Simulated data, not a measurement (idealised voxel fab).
Herein follows the process module entitled voxel transistor to metal.
Each square cell in cross-section cut measures 5 nm, and the section as a whole is 210 nm wide.
Square cells in a grid make up a cross-section in this document, and the grid is given as bands, listed from the top down, each one or more rows of cells.
The entry gives the band's vertical extent as a top height and a bottom height in nm, then its horizontal make-up as materials from left to right, each with a width in nm. "blank" stands for empty space; a single material marked "everywhere" fills the band edge to edge.
Ref level 0: as-received wafer is one material below here. Bottom band extends down with no lower bound ("0 and below").
When a width is written as two numbers, as in "30..40", the first number is the width in the top row of cells of the band and the second is the width in its bottom row, and the width changes by the same amount from each row to the next.
Key: "all unchanged" - step with no changed cell in the cross-section.
If an empty space has no open way to the top and is at least 8 cells in size, "Closed void table" lists it, written width x height at distance, where distance is measured from the left edge and every value is in nm.
On a step's line, text after the settings is the simulator commenting on that step.
On any step carrying a mask, the "overlay nm" setting, if present on the step's line, tells how far right of its planned place the mask lay; negative values point to the left.

Process steps (planned):
1,RECEIVE: material Si
2,CONFORMAL_DEP: material SiO2, thk nm 5
3,CONFORMAL_DEP: material SiN, thk nm 15
4,DIRECTIONAL_DEP: material aC, thk nm 10
5,PATTERN: tone cover, mask id ACTIVE, material resist, width nm 115, thk nm 25, overlay nm 0
6,DIRECTIONAL_ETCH: etch materials aC, depth nm 10
7,STRIP: etch materials resist
8,DIRECTIONAL_ETCH: etch materials SiN, depth nm 15
9,DIRECTIONAL_ETCH: etch materials SiO2, depth nm 5
10,DIRECTIONAL_ETCH: etch materials Si, depth nm 20
11,STRIP: etch materials aC
12,OXIDIZE: depth nm 5
13,FILL_DEP: material SiO2, thk nm 15
14,CMP: height nm 20
15,SELECTIVE_ETCH: etch materials SiO2, depth nm 15
16,STRIP: etch materials SiN
17,SELECTIVE_ETCH: etch materials SiO2, depth nm 5
18,OXIDIZE: depth nm 5
19,DIRECTIONAL_DEP: material polySi, thk nm 30
20,DIRECTIONAL_DEP: material SiCN, thk nm 10
21,PATTERN: tone cover, mask id GATE, material resist, width nm 25, thk nm 20, overlay nm 0
22,DIRECTIONAL_ETCH: etch materials SiCN, depth nm 20
23,DIRECTIONAL_ETCH: etch materials polySi, depth nm 40
24,STRIP: etch materials resist
25,CONFORMAL_DEP: material SiO2, thk nm 5
26,DIRECTIONAL_ETCH: etch materials SiO2, depth nm 5
27,CONFORMAL_DEP: material SiN, thk nm 5
28,DIRECTIONAL_ETCH: etch materials SiN, depth nm 5
29,DIRECTIONAL_ETCH: etch materials SiO2, depth nm 5
30,EPI: material SiGe, thk nm 5
31,FILL_DEP: material SiO2, thk nm 10
32,CMP: height nm 40
33,DIRECTIONAL_DEP: material SiO2, thk nm 10
34,MASKED_ETCH: tone open, mask id CONTACT, width nm 30, pitch nm 65, etch materials SiO2, depth nm 50, overlay nm 0
35,CONFORMAL_DEP: material TiN, thk nm 5
36,FILL_DEP: material W, thk nm 10
37,CMP: height nm 50
38,CONFORMAL_DEP: material SiN, thk nm 5
39,DIRECTIONAL_DEP: material SiO2, thk nm 20
40,MASKED_ETCH: tone open, mask id METAL_1, width nm 15, pitch nm 80, etch materials SiO2, depth nm 20, overlay nm 0
41,MASKED_ETCH: tone open, mask id METAL_1, width nm 15, pitch nm 80, etch materials SiN, depth nm 5, overlay nm 0
42,CONFORMAL_DEP: material TiN, thk nm 5
43,FILL_DEP: material W, thk nm 10
44,CMP: height nm 75
45,EPI: material Ru, thk nm 5
46,FILL_DEP: material SiCN, thk nm 5

The following pertains to the first of two wafers, which was processed as planned:

Cross-section of the wafer as it came to us, i.e., already through step 1:
- 0 and below: Si everywhere
- Closed void table: none

Step 2 complete: cross-section through the wafer:
- 5 down to 0: SiO2 everywhere
- All layers under 0 are left as they were.

Step 3 complete: cross-section through the wafer:
- 20 down to 5: SiN everywhere
- All layers under 5 are left as they were.

Step 4 complete: cross-section through the wafer:
- 30 down to 20: aC everywhere
- All layers under 20 are left as they were.

Step 5 complete: cross-section through the wafer:
- 55 down to 30: blank: 45, resist: 115, blank: 50
- All layers under 30 are left as they were.

Step 6 complete: cross-section through the wafer:
- 45 down to 30: blank: 45, resist: 115, blank: 50
- 30 down to 20: blank: 45, aC: 115, blank: 50
- All layers under 20 are left as they were.

Step 7 complete: cross-section through the wafer:
- 30 down to 20: blank: 45, aC: 115, blank: 50
- All layers under 20 are left as they were.

Step 8 complete: cross-section through the wafer:
- 30 down to 20: blank: 45, aC: 115, blank: 50
- 20 down to 5: blank: 45, SiN: 115, blank: 50
- All layers under 5 are left as they were.

Step 9 complete: cross-section through the wafer:
- 30 down to 20: blank: 45, aC: 115, blank: 50
- 20 down to 5: blank: 45, SiN: 115, blank: 50
- 5 down to 0: blank: 45, SiO2: 115, blank: 50
- All layers under 0 are left as they were.

Step 10 complete: cross-section through the wafer:
- 30 down to 20: blank: 45, aC: 115, blank: 50
- 20 down to 5: blank: 45, SiN: 115, blank: 50
- 5 down to 0: blank: 45, SiO2: 115, blank: 50
- 0 down to -20: blank: 45, Si: 115, blank: 50
- All layers under -20 are left as they were.

Step 11 complete: cross-section through the wafer:
- 20 down to 5: blank: 45, SiN: 115, blank: 50
- All layers under 5 are left as they were.

Step 12 complete: cross-section through the wafer:
- 20 down to 5: blank: 45, SiN: 115, blank: 50
- 5 down to 0: blank: 45, SiO2: 115, blank: 50
- 0 down to -20: blank: 45, SiO2: 5, Si: 105, SiO2: 5, blank: 50
- -20 down to -25: SiO2: 50, Si: 105, SiO2: 55
- All layers under -25 are left as they were.

Step 13 complete: cross-section through the wafer:
- 35 down to 20: SiO2 everywhere
- 20 down to 5: SiO2: 45, SiN: 115, SiO2: 50
- 5 down to 0: SiO2 everywhere
- 0 down to -25: SiO2: 50, Si: 105, SiO2: 55
- All layers under -25 are left as they were.

Step 14 complete: cross-section through the wafer:
- 20 down to 5: SiO2: 45, SiN: 115, SiO2: 50
- All layers under 5 are left as they were.

Step 15 complete: cross-section through the wafer:
- 20 down to 5: blank: 45, SiN: 115, blank: 50
- All layers under 5 are left as they were.

Step 16 complete: cross-section through the wafer:
- 5 down to 0: SiO2 everywhere
- All layers under 0 are left as they were.

Step 17 complete: cross-section through the wafer:
- 0 down to -25: SiO2: 50, Si: 105, SiO2: 55
- All layers under -25 are left as they were.

Step 18 complete: cross-section through the wafer:
- 0 down to -5: SiO2 everywhere
- All layers under -5 are left as they were.

Step 19 complete: cross-section through the wafer:
- 30 down to 0: polySi everywhere
- All layers under 0 are left as they were.

Step 20 complete: cross-section through the wafer:
- 40 down to 30: SiCN everywhere
- All layers under 30 are left as they were.

Step 21 complete: cross-section through the wafer:
- 60 down to 40: blank: 90, resist: 25, blank: 95
- All layers under 40 are left as they were.

Step 22 complete: cross-section through the wafer:
- 60 down to 40: blank: 90, resist: 25, blank: 95
- 40 down to 30: blank: 90, SiCN: 25, blank: 95
- All layers under 30 are left as they were.

Step 23 complete: cross-section through the wafer:
- 60 down to 40: blank: 90, resist: 25, blank: 95
- 40 down to 30: blank: 90, SiCN: 25, blank: 95
- 30 down to 0: blank: 90, polySi: 25, blank: 95
- All layers under 0 are left as they were.

Step 24 complete: cross-section through the wafer:
- 40 down to 30: blank: 90, SiCN: 25, blank: 95
- All layers under 30 are left as they were.

Step 25 complete: cross-section through the wafer:
- 45 down to 40: blank: 85, SiO2: 35, blank: 90
- 40 down to 30: blank: 85, SiO2: 5, SiCN: 25, SiO2: 5, blank: 90
- 30 down to 5: blank: 85, SiO2: 5, polySi: 25, SiO2: 5, blank: 90
- 5 down to 0: SiO2: 90, polySi: 25, SiO2: 95
- All layers under 0 are left as they were.

Step 26 complete: cross-section through the wafer:
- 40 down to 30: blank: 85, SiO2: 5, SiCN: 25, SiO2: 5, blank: 90
- 30 down to 0: blank: 85, SiO2: 5, polySi: 25, SiO2: 5, blank: 90
- All layers under 0 are left as they were.

Step 27 complete: cross-section through the wafer:
- 45 down to 40: blank: 80, SiN: 45, blank: 85
- 40 down to 30: blank: 80, SiN: 5, SiO2: 5, SiCN: 25, SiO2: 5, SiN: 5, blank: 85
- 30 down to 5: blank: 80, SiN: 5, SiO2: 5, polySi: 25, SiO2: 5, SiN: 5, blank: 85
- 5 down to 0: SiN: 85, SiO2: 5, polySi: 25, SiO2: 5, SiN: 90
- All layers under 0 are left as they were.

Step 28 complete: cross-section through the wafer:
- 40 down to 30: blank: 80, SiN: 5, SiO2: 5, SiCN: 25, SiO2: 5, SiN: 5, blank: 85
- 30 down to 0: blank: 80, SiN: 5, SiO2: 5, polySi: 25, SiO2: 5, SiN: 5, blank: 85
- All layers under 0 are left as they were.

Step 29 complete: cross-section through the wafer:
- 40 down to 35: blank: 80, SiN: 5, blank: 5, SiCN: 25, blank: 5, SiN: 5, blank: 85
- 35 down to 30: blank: 80, SiN: 5, SiO2: 5, SiCN: 25, SiO2: 5, SiN: 5, blank: 85
- 30 down to 0: blank: 80, SiN: 5, SiO2: 5, polySi: 25, SiO2: 5, SiN: 5, blank: 85
- 0 down to -5: blank: 80, SiO2: 45, blank: 85
- All layers under -5 are left as they were.

Step 30 complete: cross-section through the wafer:
- 40 down to 35: blank: 80, SiN: 5, blank: 5, SiCN: 25, blank: 5, SiN: 5, blank: 85
- 35 down to 30: blank: 80, SiN: 5, SiO2: 5, SiCN: 25, SiO2: 5, SiN: 5, blank: 85
- 30 down to 0: blank: 80, SiN: 5, SiO2: 5, polySi: 25, SiO2: 5, SiN: 5, blank: 85
- 0 down to -5: blank: 45, SiGe: 35, SiO2: 45, SiGe: 35, blank: 50
- All layers under -5 are left as they were.

Step 31 complete: cross-section through the wafer:
- 50 down to 40: SiO2 everywhere
- 40 down to 30: SiO2: 80, SiN: 5, SiO2: 5, SiCN: 25, SiO2: 5, SiN: 5, SiO2: 85
- 30 down to 0: SiO2: 80, SiN: 5, SiO2: 5, polySi: 25, SiO2: 5, SiN: 5, SiO2: 85
- 0 down to -5: SiO2: 45, SiGe: 35, SiO2: 45, SiGe: 35, SiO2: 50
- All layers under -5 are left as they were.

Step 32 complete: cross-section through the wafer:
- 40 down to 30: SiO2: 80, SiN: 5, SiO2: 5, SiCN: 25, SiO2: 5, SiN: 5, SiO2: 85
- All layers under 30 are left as they were.

Step 33 complete: cross-section through the wafer:
- 50 down to 40: SiO2 everywhere
- All layers under 40 are left as they were.

Step 34 complete: cross-section through the wafer:
- 50 down to 40: SiO2: 55, blank: 30, SiO2: 35, blank: 30, SiO2: 60
- 40 down to 30: SiO2: 55, blank: 25, SiN: 5, SiO2: 5, SiCN: 25, SiO2: 5, SiN: 5, blank: 25, SiO2: 60
- 30 down to 0: SiO2: 55, blank: 25, SiN: 5, SiO2: 5, polySi: 25, SiO2: 5, SiN: 5, blank: 25, SiO2: 60
- All layers under 0 are left as they were.

Step 35 complete: cross-section through the wafer:
- 55 down to 50: TiN: 60, blank: 20, TiN: 45, blank: 20, TiN: 65
- 50 down to 40: SiO2: 55, TiN: 5, blank: 20..15, TiN: 5..10, SiO2: 35, TiN: 5..10, blank: 20..15, TiN: 5, SiO2: 60
- 40 down to 30: SiO2: 55, TiN: 5, blank: 15, TiN: 5, SiN: 5, SiO2: 5, SiCN: 25, SiO2: 5, SiN: 5, TiN: 5, blank: 15, TiN: 5, SiO2: 60
- 30 down to 5: SiO2: 55, TiN: 5, blank: 15, TiN: 5, SiN: 5, SiO2: 5, polySi: 25, SiO2: 5, SiN: 5, TiN: 5, blank: 15, TiN: 5, SiO2: 60
- 5 down to 0: SiO2: 55, TiN: 25, SiN: 5, SiO2: 5, polySi: 25, SiO2: 5, SiN: 5, TiN: 25, SiO2: 60
- All layers under 0 are left as they were.

Step 36 complete: cross-section through the wafer:
- 65 down to 55: W everywhere
- 55 down to 50: TiN: 60, W: 20, TiN: 45, W: 20, TiN: 65
- 50 down to 40: SiO2: 55, TiN: 5, W: 20..15, TiN: 5..10, SiO2: 35, TiN: 5..10, W: 20..15, TiN: 5, SiO2: 60
- 40 down to 30: SiO2: 55, TiN: 5, W: 15, TiN: 5, SiN: 5, SiO2: 5, SiCN: 25, SiO2: 5, SiN: 5, TiN: 5, W: 15, TiN: 5, SiO2: 60
- 30 down to 5: SiO2: 55, TiN: 5, W: 15, TiN: 5, SiN: 5, SiO2: 5, polySi: 25, SiO2: 5, SiN: 5, TiN: 5, W: 15, TiN: 5, SiO2: 60
- All layers under 5 are left as they were.

Step 37 complete: cross-section through the wafer:
- 50 down to 40: SiO2: 55, TiN: 5, W: 20..15, TiN: 5..10, SiO2: 35, TiN: 5..10, W: 20..15, TiN: 5, SiO2: 60
- All layers under 40 are left as they were.

Step 38 complete: cross-section through the wafer:
- 55 down to 50: SiN everywhere
- All layers under 50 are left as they were.

Step 39 complete: cross-section through the wafer:
- 75 down to 55: SiO2 everywhere
- All layers under 55 are left as they were.

Step 40 complete: cross-section through the wafer:
- 75 down to 55: SiO2: 55, blank: 15, SiO2: 65, blank: 15, SiO2: 60
- All layers under 55 are left as they were.

Step 41 complete: cross-section through the wafer:
- 75 down to 55: SiO2: 55, blank: 15, SiO2: 65, blank: 15, SiO2: 60
- 55 down to 50: SiN: 55, blank: 15, SiN: 65, blank: 15, SiN: 60
- All layers under 50 are left as they were.

Step 42 complete: cross-section through the wafer:
- 80 down to 75: TiN: 60, blank: 5, TiN: 75, blank: 5, TiN: 65
- 75 down to 55: SiO2: 55, TiN: 5, blank: 5, TiN: 5, SiO2: 65, TiN: 5, blank: 5, TiN: 5, SiO2: 60
- 55 down to 50: SiN: 55, TiN: 15, SiN: 65, TiN: 15, SiN: 60
- All layers under 50 are left as they were.

Step 43 complete: cross-section through the wafer:
- 90 down to 80: W everywhere
- 80 down to 75: TiN: 60, W: 5, TiN: 75, W: 5, TiN: 65
- 75 down to 55: SiO2: 55, TiN: 5, W: 5, TiN: 5, SiO2: 65, TiN: 5, W: 5, TiN: 5, SiO2: 60
- All layers under 55 are left as they were.

Step 44 complete: cross-section through the wafer:
- 75 down to 55: SiO2: 55, TiN: 5, W: 5, TiN: 5, SiO2: 65, TiN: 5, W: 5, TiN: 5, SiO2: 60
- All layers under 55 are left as they were.

Step 45 complete: cross-section through the wafer:
- 80 down to 75: blank: 50, Ru: 25, blank: 55, Ru: 25, blank: 55
- All layers under 75 are left as they were.

Step 46 complete: cross-section through the wafer:
- 85 down to 80: SiCN everywhere
- 80 down to 75: SiCN: 50, Ru: 25, SiCN: 55, Ru: 25, SiCN: 55
- All layers under 75 are left as they were.

Second wafer: same start and same plan as the first, one execution error; identical to the first through step 39:

When step 40 should have ended:
- 75 down to 55: blank: 55, SiO2: 15, blank: 65, SiO2: 15, blank: 60
- All layers under 55 are left as they were.

when step 41 should have ended: all unchanged

When step 42 should have ended:
- 80 down to 75: blank: 50, TiN: 25, blank: 55, TiN: 25, blank: 55
- 75 down to 60: blank: 50, TiN: 5, SiO2: 15, TiN: 5, blank: 55, TiN: 5, SiO2: 15, TiN: 5, blank: 55
- 60 down to 55: TiN: 55, SiO2: 15, TiN: 65, SiO2: 15, TiN: 60
- All layers under 55 are left as they were.

When step 43 should have ended:
- 90 down to 80: W everywhere
- 80 down to 75: W: 50, TiN: 25, W: 55, TiN: 25, W: 55
- 75 down to 60: W: 50, TiN: 5, SiO2: 15, TiN: 5, W: 55, TiN: 5, SiO2: 15, TiN: 5, W: 55
- All layers under 60 are left as they were.

When step 44 should have ended:
- 75 down to 60: W: 50, TiN: 5, SiO2: 15, TiN: 5, W: 55, TiN: 5, SiO2: 15, TiN: 5, W: 55
- All layers under 60 are left as they were.

When step 45 should have ended:
- 80 down to 75: Ru: 60, blank: 5, Ru: 75, blank: 5, Ru: 65
- All layers under 75 are left as they were.

When step 46 should have ended:
- 85 down to 80: SiCN everywhere
- 80 down to 75: Ru: 60, SiCN: 5, Ru: 75, SiCN: 5, Ru: 65
- All layers under 75 are left as they were.
Processing error: note that step 40 departed from the planned setting and was carried out as MASKED_ETCH: tone cover, mask id METAL_1, width nm 15, pitch nm 80, etch materials SiO2, depth nm 20, overlay nm 0
End check, counted in cells, second wafer has more or fewer of these materials than the first: Ru +30, SiCN -30, SiN +6, SiO2 -120, TiN +26, W +88
